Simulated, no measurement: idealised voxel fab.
process module | voxel tone inversion
cross-section cut | 200 nm wide | cells 5 nm
A cross-section is a grid of square cells, given in bands from the top down. A band is one or more rows of cells.
Each band's line starts with the height of the band's top and of its bottom, in nm. Then come its materials from left to right, each with its width in nm. One material with "throughout" fills the band from edge to edge. "air" is empty space.
Height 0 is the level under which the wafer as received is all one material. The lowest band goes on downwards, as in "0 down".
A width such as "30 to 40" changes by the same amount from each row of cells to the next, from the band's top row to its bottom row.
"no change" after a step means that no cell of the cross-section changed.
closed voids: empty space of 8 cells or more with no open way to the top, each as width x height at its distance from the left edge, in nm
after a step's settings: what the simulator itself notes on the step
overlay nm, on a step with a mask: how far to the right of its planned place the mask lay; to the left if negative
plan
1 op RECEIVE | material Si
2 op CONFORMAL_DEP | material SiCN | thk nm 5
3 op DIRECTIONAL_DEP | material polySi | thk nm 25
4 op PATTERN | tone cover | mask id POSTS | material resist | width nm 25 | pitch nm 45 | thk nm 30 | overlay nm 0
5 op DIRECTIONAL_ETCH | etch materials polySi | depth nm 25
6 op STRIP | etch materials resist
7 op FILL_DEP | material lowk | thk nm 10
8 op CMP | height nm 30
9 op STRIP | etch materials polySi
10 op CONFORMAL_DEP | material TiN | thk nm 5
11 op FILL_DEP | material Cu | thk nm 10
12 op CMP | height nm 30
13 op CONFORMAL_DEP | material SiN | thk nm 5
first wafer, as planned
as received, after step 1
  0 down: Si throughout
  closed voids: none
after step 2
  5 to 0: SiCN throughout
  below 0: unchanged
after step 3
  30 to 5: polySi throughout
  below 5: unchanged
after step 4
  60 to 30: air 40 | resist 25 | air 20 | resist 25 | air 20 | resist 25 | air 45
  below 30: unchanged
after step 5
  60 to 30: air 40 | resist 25 | air 20 | resist 25 | air 20 | resist 25 | air 45
  30 to 5: air 40 | polySi 25 | air 20 | polySi 25 | air 20 | polySi 25 | air 45
  below 5: unchanged
after step 6
  30 to 5: air 40 | polySi 25 | air 20 | polySi 25 | air 20 | polySi 25 | air 45
  below 5: unchanged
after step 7
  40 to 30: lowk throughout
  30 to 5: lowk 40 | polySi 25 | lowk 20 | polySi 25 | lowk 20 | polySi 25 | lowk 45
  below 5: unchanged
after step 8
  30 to 5: lowk 40 | polySi 25 | lowk 20 | polySi 25 | lowk 20 | polySi 25 | lowk 45
  below 5: unchanged
after step 9
  30 to 5: lowk 40 | air 25 | lowk 20 | air 25 | lowk 20 | air 25 | lowk 45
  below 5: unchanged
after step 10
  35 to 30: TiN 45 | air 15 | TiN 30 | air 15 | TiN 30 | air 15 | TiN 50
  30 to 10: lowk 40 | TiN 5 | air 15 | TiN 5 | lowk 20 | TiN 5 | air 15 | TiN 5 | lowk 20 | TiN 5 | air 15 | TiN 5 | lowk 45
  10 to 5: lowk 40 | TiN 25 | lowk 20 | TiN 25 | lowk 20 | TiN 25 | lowk 45
  below 5: unchanged
after step 11
  45 to 35: Cu throughout
  35 to 30: TiN 45 | Cu 15 | TiN 30 | Cu 15 | TiN 30 | Cu 15 | TiN 50
  30 to 10: lowk 40 | TiN 5 | Cu 15 | TiN 5 | lowk 20 | TiN 5 | Cu 15 | TiN 5 | lowk 20 | TiN 5 | Cu 15 | TiN 5 | lowk 45
  below 10: unchanged
after step 12
  30 to 10: lowk 40 | TiN 5 | Cu 15 | TiN 5 | lowk 20 | TiN 5 | Cu 15 | TiN 5 | lowk 20 | TiN 5 | Cu 15 | TiN 5 | lowk 45
  below 10: unchanged
after step 13
  35 to 30: SiN throughout
  below 30: unchanged
second wafer: like start, like plan, one mistake. Through step 10 it matches the first wafer
when step 11 should have ended
  45 to 35: polySi throughout
  35 to 30: TiN 45 | polySi 15 | TiN 30 | polySi 15 | TiN 30 | polySi 15 | TiN 50
  30 to 10: lowk 40 | TiN 5 | polySi 15 | TiN 5 | lowk 20 | TiN 5 | polySi 15 | TiN 5 | lowk 20 | TiN 5 | polySi 15 | TiN 5 | lowk 45
  below 10: unchanged
when step 12 should have ended
  30 to 10: lowk 40 | TiN 5 | polySi 15 | TiN 5 | lowk 20 | TiN 5 | polySi 15 | TiN 5 | lowk 20 | TiN 5 | polySi 15 | TiN 5 | lowk 45
  below 10: unchanged
when step 13 should have ended
  35 to 30: SiN throughout
  below 30: unchanged
what went wrong: step 11 ran as: op FILL_DEP | material polySi | thk nm 10
at the end the second wafer has, in cells: 36 fewer of Cu | 36 more of polySi
